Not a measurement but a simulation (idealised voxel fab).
Process module under the name voxel plated lines
For reference, the cross-section in this document is cut, with width 260 nm and square cells of 5 nm.
Cross-section layout: square cells on a grid; listed as bands, top to bottom; a band spans one or more cell rows. This entry defines a band. It first specifies the height of the band's top and the height of its bottom in nm, and then specifies the band's materials from left to right, stating each material with its width in nm. The word "full width" identifies a single material that fills the band from edge to edge, while the word "air" identifies empty space. Height datum 0, below which the as-received substrate wafer is one material. Lowest band open at the bottom, running downward: "0..down". It should be noted that a width expressed as "30->40" varies in equal increments from row to row of cells within the band, taking the value of the first number at the top row and that of the second number at the bottom row. Key: "remained the same" - step with no changed cell in the cross-section. Voids not open to the top, 8 cells minimum: see "Enclosed empty spaces". Written width x height at distance; distance is from the left edge; nm. Heads up: the bit after the settings on a step's line is the simulator's remark on that step. overlay nm: mask right of planned place by this much (step with mask). Neg. = left.

# Set out below are the planned steps of the process
1,op RECEIVE | material Si
2,op CONFORMAL_DEP | material SiO2 | thk nm 15
3,op DIRECTIONAL_DEP | material TiN | thk nm 5
4,op PATTERN | tone open | mask id LINES | material resist | width nm 20 | pitch nm 35 | thk nm 40 | overlay nm 0
5,op EPI | material Ru | thk nm 10
6,op EPI | material Ru | thk nm 5
7,op EPI | material Ru | thk nm 10
8,op STRIP | etch materials resist
9,op DIRECTIONAL_ETCH | etch materials TiN | depth nm 5
10,op CONFORMAL_DEP | material SiN | thk nm 10

# Wafer, first of two, run as planned

# Cross-section of the incoming wafer, state after step 1
	0..down = Si full width
	Enclosed empty spaces: none

# Cross-section of the wafer after step 2
	15..0 = SiO2 full width
	Below 0 it's all the same as before, nothing changed down there.

# Cross-section of the wafer after step 3
	20..15 = TiN full width
	Below 15 it's all the same as before, nothing changed down there.

# Cross-section of the wafer after step 4
	60..20 = 65 resist, then 20 air, then 15 resist, then 20 air, then 15 resist, then 20 air, then 15 resist, then 20 air, then 70 resist
	Below 20 it's all the same as before, nothing changed down there.

# Cross-section of the wafer after step 5
	60..30 = 65 resist, then 20 air, then 15 resist, then 20 air, then 15 resist, then 20 air, then 15 resist, then 20 air, then 70 resist
	30..20 = 65 resist, then 20 Ru, then 15 resist, then 20 Ru, then 15 resist, then 20 Ru, then 15 resist, then 20 Ru, then 70 resist
	Below 20 it's all the same as before, nothing changed down there.

# Cross-section of the wafer after step 6
	60..35 = 65 resist, then 20 air, then 15 resist, then 20 air, then 15 resist, then 20 air, then 15 resist, then 20 air, then 70 resist
	35..20 = 65 resist, then 20 Ru, then 15 resist, then 20 Ru, then 15 resist, then 20 Ru, then 15 resist, then 20 Ru, then 70 resist
	Below 20 it's all the same as before, nothing changed down there.

# Cross-section of the wafer after step 7
	60..45 = 65 resist, then 20 air, then 15 resist, then 20 air, then 15 resist, then 20 air, then 15 resist, then 20 air, then 70 resist
	45..20 = 65 resist, then 20 Ru, then 15 resist, then 20 Ru, then 15 resist, then 20 Ru, then 15 resist, then 20 Ru, then 70 resist
	Below 20 it's all the same as before, nothing changed down there.

# Cross-section of the wafer after step 8
	45..20 = 65 air, then 20 Ru, then 15 air, then 20 Ru, then 15 air, then 20 Ru, then 15 air, then 20 Ru, then 70 air
	Below 20 it's all the same as before, nothing changed down there.

# Cross-section of the wafer after step 9
	45..20 = 65 air, then 20 Ru, then 15 air, then 20 Ru, then 15 air, then 20 Ru, then 15 air, then 20 Ru, then 70 air
	20..15 = 65 air, then 20 TiN, then 15 air, then 20 TiN, then 15 air, then 20 TiN, then 15 air, then 20 TiN, then 70 air
	Below 15 it's all the same as before, nothing changed down there.

# Cross-section of the wafer after step 10
	55..45 = 55 air, then 145 SiN, then 60 air
	45..25 = 55 air, then 10 SiN, then 20 Ru, then 15 SiN, then 20 Ru, then 15 SiN, then 20 Ru, then 15 SiN, then 20 Ru, then 10 SiN, then 60 air
	25..20 = 65 SiN, then 20 Ru, then 15 SiN, then 20 Ru, then 15 SiN, then 20 Ru, then 15 SiN, then 20 Ru, then 70 SiN
	20..15 = 65 SiN, then 20 TiN, then 15 SiN, then 20 TiN, then 15 SiN, then 20 TiN, then 15 SiN, then 20 TiN, then 70 SiN
	Below 15 it's all the same as before, nothing changed down there.

# Second wafer: same start and same plan as the first, one execution error; identical to the first through step 3

# when step 4 should have ended
	60..20 = 75 resist, then 20 air, then 15 resist, then 20 air, then 15 resist, then 20 air, then 15 resist, then 20 air, then 60 resist
	Below 20 it's all the same as before, nothing changed down there.

# when step 5 should have ended
	60..30 = 75 resist, then 20 air, then 15 resist, then 20 air, then 15 resist, then 20 air, then 15 resist, then 20 air, then 60 resist
	30..20 = 75 resist, then 20 Ru, then 15 resist, then 20 Ru, then 15 resist, then 20 Ru, then 15 resist, then 20 Ru, then 60 resist
	Below 20 it's all the same as before, nothing changed down there.

# when step 6 should have ended
	60..35 = 75 resist, then 20 air, then 15 resist, then 20 air, then 15 resist, then 20 air, then 15 resist, then 20 air, then 60 resist
	35..20 = 75 resist, then 20 Ru, then 15 resist, then 20 Ru, then 15 resist, then 20 Ru, then 15 resist, then 20 Ru, then 60 resist
	Below 20 it's all the same as before, nothing changed down there.

# when step 7 should have ended
	60..45 = 75 resist, then 20 air, then 15 resist, then 20 air, then 15 resist, then 20 air, then 15 resist, then 20 air, then 60 resist
	45..20 = 75 resist, then 20 Ru, then 15 resist, then 20 Ru, then 15 resist, then 20 Ru, then 15 resist, then 20 Ru, then 60 resist
	Below 20 it's all the same as before, nothing changed down there.

# when step 8 should have ended
	45..20 = 75 air, then 20 Ru, then 15 air, then 20 Ru, then 15 air, then 20 Ru, then 15 air, then 20 Ru, then 60 air
	Below 20 it's all the same as before, nothing changed down there.

# when step 9 should have ended
	45..20 = 75 air, then 20 Ru, then 15 air, then 20 Ru, then 15 air, then 20 Ru, then 15 air, then 20 Ru, then 60 air
	20..15 = 75 air, then 20 TiN, then 15 air, then 20 TiN, then 15 air, then 20 TiN, then 15 air, then 20 TiN, then 60 air
	Below 15 it's all the same as before, nothing changed down there.

# when step 10 should have ended
	55..45 = 65 air, then 145 SiN, then 50 air
	45..25 = 65 air, then 10 SiN, then 20 Ru, then 15 SiN, then 20 Ru, then 15 SiN, then 20 Ru, then 15 SiN, then 20 Ru, then 10 SiN, then 50 air
	25..20 = 75 SiN, then 20 Ru, then 15 SiN, then 20 Ru, then 15 SiN, then 20 Ru, then 15 SiN, then 20 Ru, then 60 SiN
	20..15 = 75 SiN, then 20 TiN, then 15 SiN, then 20 TiN, then 15 SiN, then 20 TiN, then 15 SiN, then 20 TiN, then 60 SiN
	Below 15 it's all the same as before, nothing changed down there.
Nonconformance to the process plan: contrary to plan, step 4 was performed as op PATTERN | tone open | mask id LINES | material resist | width nm 20 | pitch nm 35 | thk nm 40 | overlay nm 10
Heads up: at the end the two wafers have identical cell counts per material, they're just laid out differently.
